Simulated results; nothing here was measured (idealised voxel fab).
voxel wiring stack: a process module
This is section cut - it's 255 nm across, gridded in 5 nm square cells.
Cross-section format: a grid of square cells, given as bands from top to bottom; each band is one or more rows of cells. This entry defines a band. It first specifies the height of the band's top and the height of its bottom in nm, and then specifies the band's materials from left to right, stating each material with its width in nm. The word "edge to edge" identifies a single material that fills the band from edge to edge, while the word "blank" identifies empty space. Heights are measured from 0, the level below which the as-received wafer is all one material; the lowest band has no bottom and continues downward, written as in "from 0 down". A two-number width, for instance "30 to 40", indicates that the width is equal to the first number in the top row of the band and to the second number in the bottom row, and that it changes by a constant amount per row of cells. Where the words "changes: none" appear for a step, the cross-section shows no cell changed by that step; every cell remained as before. Entry "Voids lacking openings". Content: empty spaces with no open connection to the top, size 8 cells or greater. Each: width x height at distance. Distance: from left edge. Unit: nm. The remark found on a step's line after its settings is issued by the simulator itself and pertains to that step. The setting "overlay nm" may be written on the line of a step. When the step uses a mask, the value reports how far to the right of the planned place the mask lay, and a negative value reports that it lay to the left.
The steps planned for the process are as follows
1 RECEIVE with material Si
2 CONFORMAL_DEP with material SiO2, thk nm 10
3 DIRECTIONAL_DEP with material TiN, thk nm 5
4 DIRECTIONAL_DEP with material Ru, thk nm 25
5 PATTERN with tone cover, mask id METAL_1, material resist, width nm 25, pitch nm 45, thk nm 20, overlay nm 0
6 DIRECTIONAL_ETCH with etch materials Ru, depth nm 25
7 DIRECTIONAL_ETCH with etch materials TiN, depth nm 5
8 STRIP with etch materials resist
9 CONFORMAL_DEP with material SiN, thk nm 5
10 FILL_DEP with material lowk, thk nm 5
11 CMP with height nm 40
12 CONFORMAL_DEP with material SiCN, thk nm 5
13 DIRECTIONAL_DEP with material lowk, thk nm 25
14 PATTERN with tone open, mask id METAL_2, material resist, width nm 25, pitch nm 45, thk nm 20, overlay nm 0
15 DIRECTIONAL_ETCH with etch materials lowk, depth nm 15
16 STRIP with etch materials resist
17 PATTERN with tone open, mask id METAL_2_HOLES, material resist, width nm 15, pitch nm 45, thk nm 20, overlay nm 0
18 DIRECTIONAL_ETCH with etch materials lowk, depth nm 10
19 DIRECTIONAL_ETCH with etch materials SiCN, depth nm 5
20 STRIP with etch materials resist
21 CONFORMAL_DEP with material TiN, thk nm 5
22 FILL_DEP with material Cu, thk nm 5
23 CMP with height nm 70
24 CONFORMAL_DEP with material SiN, thk nm 5
Wafer as received: cross-section following step 1
    from 0 down | Si edge to edge
    Voids lacking openings: none
Cross-sectional image of the first of two wafers at the end of the module, the run having proceeded as planned
    from 75 to 70 | SiN edge to edge
    from 70 to 60 | 45 nm lowk; 5 nm TiN; 15 nm Cu; 5 nm TiN; 20 nm lowk; 5 nm TiN; 15 nm Cu; 5 nm TiN; 20 nm lowk; 5 nm TiN; 15 nm Cu; 5 nm TiN; 20 nm lowk; 5 nm TiN; 15 nm Cu; 5 nm TiN; 50 nm lowk
    from 60 to 55 | 45 nm lowk; 5 nm TiN; 5 nm Cu; 15 nm TiN; 20 nm lowk; 5 nm TiN; 5 nm Cu; 15 nm TiN; 20 nm lowk; 5 nm TiN; 5 nm Cu; 15 nm TiN; 20 nm lowk; 5 nm TiN; 5 nm Cu; 15 nm TiN; 50 nm lowk
    from 55 to 45 | 45 nm lowk; 5 nm TiN; 5 nm Cu; 5 nm TiN; 30 nm lowk; 5 nm TiN; 5 nm Cu; 5 nm TiN; 30 nm lowk; 5 nm TiN; 5 nm Cu; 5 nm TiN; 30 nm lowk; 5 nm TiN; 5 nm Cu; 5 nm TiN; 60 nm lowk
    from 45 to 40 | 45 nm SiCN; 15 nm TiN; 30 nm SiCN; 15 nm TiN; 30 nm SiCN; 15 nm TiN; 30 nm SiCN; 15 nm TiN; 60 nm SiCN
    from 40 to 15 | 40 nm lowk; 5 nm SiN; 25 nm Ru; 5 nm SiN; 10 nm lowk; 5 nm SiN; 25 nm Ru; 5 nm SiN; 10 nm lowk; 5 nm SiN; 25 nm Ru; 5 nm SiN; 10 nm lowk; 5 nm SiN; 25 nm Ru; 5 nm SiN; 45 nm lowk
    from 15 to 10 | 45 nm SiN; 25 nm TiN; 20 nm SiN; 25 nm TiN; 20 nm SiN; 25 nm TiN; 20 nm SiN; 25 nm TiN; 50 nm SiN
    from 10 to 0 | SiO2 edge to edge
    from 0 down | Si edge to edge
    Voids lacking openings: none
Presented here is a cross-section of the second of the two wafers as it stood at the end of the module. It was started in the same manner and assigned the same plan as the first wafer; however, one mistake was made in its execution
    from 75 to 70 | SiN edge to edge
    from 70 to 60 | 45 nm lowk; 5 nm TiN; 15 to 5 nm Cu; 5 to 15 nm TiN; 20 nm lowk; 5 nm TiN; 15 to 5 nm Cu; 5 to 15 nm TiN; 20 nm lowk; 5 nm TiN; 15 to 5 nm Cu; 5 to 15 nm TiN; 20 nm lowk; 5 nm TiN; 15 to 5 nm Cu; 5 to 15 nm TiN; 50 nm lowk
    from 60 to 50 | 45 nm lowk; 5 nm TiN; 5 nm Cu; 5 nm TiN; 30 nm lowk; 5 nm TiN; 5 nm Cu; 5 nm TiN; 30 nm lowk; 5 nm TiN; 5 nm Cu; 5 nm TiN; 30 nm lowk; 5 nm TiN; 5 nm Cu; 5 nm TiN; 60 nm lowk
    from 50 to 45 | 45 nm SiCN; 15 nm TiN; 30 nm SiCN; 15 nm TiN; 30 nm SiCN; 15 nm TiN; 30 nm SiCN; 15 nm TiN; 60 nm SiCN
    from 45 to 40 | 40 nm lowk; 35 nm SiN; 10 nm lowk; 35 nm SiN; 10 nm lowk; 35 nm SiN; 10 nm lowk; 35 nm SiN; 45 nm lowk
    from 40 to 15 | 40 nm lowk; 5 nm SiN; 25 nm Ru; 5 nm SiN; 10 nm lowk; 5 nm SiN; 25 nm Ru; 5 nm SiN; 10 nm lowk; 5 nm SiN; 25 nm Ru; 5 nm SiN; 10 nm lowk; 5 nm SiN; 25 nm Ru; 5 nm SiN; 45 nm lowk
    from 15 to 10 | 45 nm SiN; 25 nm TiN; 20 nm SiN; 25 nm TiN; 20 nm SiN; 25 nm TiN; 20 nm SiN; 25 nm TiN; 50 nm SiN
    from 10 to 0 | SiO2 edge to edge
    from 0 down | Si edge to edge
    Voids lacking openings: none
Against the plan, the run slipped here: it should be noted that step 11 was executed with settings other than those planned, the operation and settings actually applied being CMP with height nm 45
Once processing is complete, comparing cell counts shows that the second wafer has more or fewer of certain materials than the first: Cu: 12 fewer | SiN: 28 more | TiN: 8 fewer | lowk: 8 fewer
